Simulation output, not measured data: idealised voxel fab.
Herein follows the process module entitled voxel double patterning.
It is cross-section cut that appears here, measuring 280 nm in width, its square cells being 5 nm in size.
Heads up, the way a cross-section reads in here is a grid of square cells, handed over as bands from the top down, with every band being one or more rows of cells. Within each band entry, the heights of the top and of the bottom of the band appear first, in that order and in nm; the materials of the band then follow from left to right, each with its corresponding width in nm. The designation "all across" on a single material indicates that it fills the band from edge to edge; the designation "empty" indicates empty space. The reference from which all heights are counted is 0, the level beneath which the as-received wafer is entirely one material; the lowest band, having no lower bound, proceeds downward and is written after the example "0 nm and below". Width "30 to 40": first value at the band's top row of cells, second value at its bottom row, equal change from row to row. "remained the same" (step): cross-section cells unchanged, all of them. "Closed void register" means: voids of 8 cells or more that are shut off from the top with no open way through. Written width x height at distance, distance from the left edge, in nm. Step line, after settings: the simulator's comment on this step. The optional step-line setting "overlay nm" applies to steps with a mask and quantifies how far to the right of its planned location the mask lay, a negative value indicating leftward placement.
### List of planned process steps
- 1: RECEIVE,material Si
- 2: CONFORMAL_DEP,material SiN,thk nm 10
- 3: DIRECTIONAL_DEP,material SiO2,thk nm 20
- 4: DIRECTIONAL_DEP,material SiCN,thk nm 10
- 5: MASKED_ETCH,tone open,mask id FIRST,width nm 15,pitch nm 50,etch materials SiCN,depth nm 10,overlay nm 0
- 6: MASKED_ETCH,tone open,mask id SECOND,width nm 15,pitch nm 50,etch materials SiCN,depth nm 10,overlay nm 0
- 7: DIRECTIONAL_ETCH,etch materials SiO2,depth nm 20
- 8: STRIP,etch materials SiCN
### Cross-section, incoming material, after step 1
- 0 nm and below | Si all across
- Closed void register: none
### End state of the module in cross-section, given the above starting point and plan and one mistake in execution
- 30 nm to 20 nm | 80 nm SiO2  15 nm empty  10 nm SiO2  15 nm empty  10 nm SiO2  15 nm empty  10 nm SiO2  15 nm empty  10 nm SiO2  15 nm empty  85 nm SiO2
- 20 nm to 10 nm | SiO2 all across
- 10 nm to 0 nm | SiN all across
- 0 nm and below | Si all across
- Closed void register: none
Diagnosis: step 7 did not happen as planned, as run it was DIRECTIONAL_ETCH,etch materials SiO2,depth nm 10
